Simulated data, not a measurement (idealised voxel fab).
Title: Process Module voxel air gaps
Each square cell in cross-section cut measures 5 nm, and the section as a whole is 230 nm wide.
Square cells in a grid make up a cross-section in this document, and the grid is given as bands, listed from the top down, each one or more rows of cells.
A band entry consists of two parts. The first gives the height of the band's top and the height of its bottom, in nm. The rest lists the band's materials from left to right, each with its width in nm. A single material labelled with the word "all across" fills the band from edge to edge, and the word "air" marks empty space.
Heights are reckoned from 0. Under this level, the received wafer is all of one material. The bottommost band is open-ended downward, for example "0 nm and below".
Width: "30 to 40" (first number = top row, second number = bottom row, same change from row to row of cells).
It should be understood that the words "remains unaltered", when stated for a given step, signify that the cross-section underwent no change in any of its cells during that step.
So "Closed voids list" is basically the list of trapped voids: any empty space of 8 cells or more that can't reach the top through an opening. They're written width x height at distance, the distance being from the left edge, and it's all nm.
Past the settings on a step's line: simulator remark, on that step.
"overlay nm" on a masked step: distance the mask lay right of its planned place, negative for left.

**Process steps (planned)**
1) RECEIVE with material Si
2) CONFORMAL_DEP with material SiO2, thk nm 10
3) CONFORMAL_DEP with material SiN, thk nm 5
4) DIRECTIONAL_DEP with material lowk, thk nm 40
5) DIRECTIONAL_DEP with material aC, thk nm 15
6) PATTERN with tone open, mask id LINES, material resist, width nm 15, pitch nm 45, thk nm 30, overlay nm 0
7) DIRECTIONAL_ETCH with etch materials aC, depth nm 15
8) STRIP with etch materials resist
9) DIRECTIONAL_ETCH with etch materials lowk, depth nm 40
10) STRIP with etch materials aC
11) CONFORMAL_DEP with material TiN, thk nm 5
12) FILL_DEP with material Cu, thk nm 5
13) CMP with height nm 55
14) EPI with material Ru, thk nm 10
15) SELECTIVE_ETCH with etch materials lowk, depth nm 50
16) CONFORMAL_DEP with material SiCN, thk nm 5
Among the wafers covered here, the point of difference is the width nm at step 6; their starting state is shared, and the plan presents the value of the first wafer.

**Cross-section, first of several wafers, as delivered after step 1**
* 0 nm and below: Si all across
* Closed voids list: none

**End-of-module cross-section, first of several wafers, after last step 16**
* 70 nm to 65 nm: 50 nm air  135 nm SiCN  45 nm air
* 65 nm to 55 nm: 50 nm air  5 nm SiCN  35 nm Ru  10 nm SiCN  35 nm Ru  10 nm SiCN  35 nm Ru  5 nm SiCN  45 nm air
* 55 nm to 50 nm: 50 nm air  15 nm SiCN  5 nm TiN  5 nm Cu  5 nm TiN  30 nm SiCN  5 nm TiN  5 nm Cu  5 nm TiN  30 nm SiCN  5 nm TiN  5 nm Cu  5 nm TiN  15 nm SiCN  45 nm air
* 50 nm to 20 nm: 60 nm air  5 nm SiCN  5 nm TiN  5 nm Cu  5 nm TiN  5 nm SiCN  20 nm air  5 nm SiCN  5 nm TiN  5 nm Cu  5 nm TiN  5 nm SiCN  20 nm air  5 nm SiCN  5 nm TiN  5 nm Cu  5 nm TiN  5 nm SiCN  55 nm air
* 20 nm to 15 nm: 65 nm SiCN  15 nm TiN  30 nm SiCN  15 nm TiN  30 nm SiCN  15 nm TiN  60 nm SiCN
* 15 nm to 10 nm: SiN all across
* 10 nm to 0 nm: SiO2 all across
* 0 nm and below: Si all across
* Closed voids list: 20 x 30 at 85; 20 x 30 at 130

**Final wafer of several, shown in cross-section at the end of the module**
* 70 nm to 65 nm: 40 nm air  150 nm SiCN  40 nm air
* 65 nm to 55 nm: 40 nm air  5 nm SiCN  140 nm Ru  5 nm SiCN  40 nm air
* 55 nm to 50 nm: 40 nm air  15 nm SiCN  5 nm TiN  20 nm Cu  5 nm TiN  15 nm lowk  5 nm TiN  20 nm Cu  5 nm TiN  15 nm lowk  5 nm TiN  20 nm Cu  5 nm TiN  15 nm SiCN  40 nm air
* 50 nm to 20 nm: 50 nm air  5 nm SiCN  5 nm TiN  20 nm Cu  5 nm TiN  15 nm lowk  5 nm TiN  20 nm Cu  5 nm TiN  15 nm lowk  5 nm TiN  20 nm Cu  5 nm TiN  5 nm SiCN  50 nm air
* 20 nm to 15 nm: 55 nm SiCN  30 nm TiN  15 nm lowk  30 nm TiN  15 nm lowk  30 nm TiN  55 nm SiCN
* 15 nm to 10 nm: SiN all across
* 10 nm to 0 nm: SiO2 all across
* 0 nm and below: Si all across
* Closed voids list: none

**Row per wafer, end-of-module: cell gain (+)/loss (-) by material since the wafer came in, then closed voids**
width nm 15; +21 Cu; +42 Ru; +130 SiCN; +46 SiN; +92 SiO2; +51 TiN; Closed voids list: 20 x 30 at 85; 20 x 30 at 130
width nm 20; +42 Cu; +48 Ru; +122 SiCN; +46 SiN; +92 SiO2; +54 TiN; Closed voids list: 15 x 30 at 85; 15 x 30 at 130
width nm 25; +63 Cu; +54 Ru; +74 SiCN; +46 SiN; +92 SiO2; +57 TiN; +64 lowk; Closed voids list: none
width nm 30; +84 Cu; +56 Ru; +74 SiCN; +46 SiN; +92 SiO2; +60 TiN; +48 lowk; Closed voids list: none
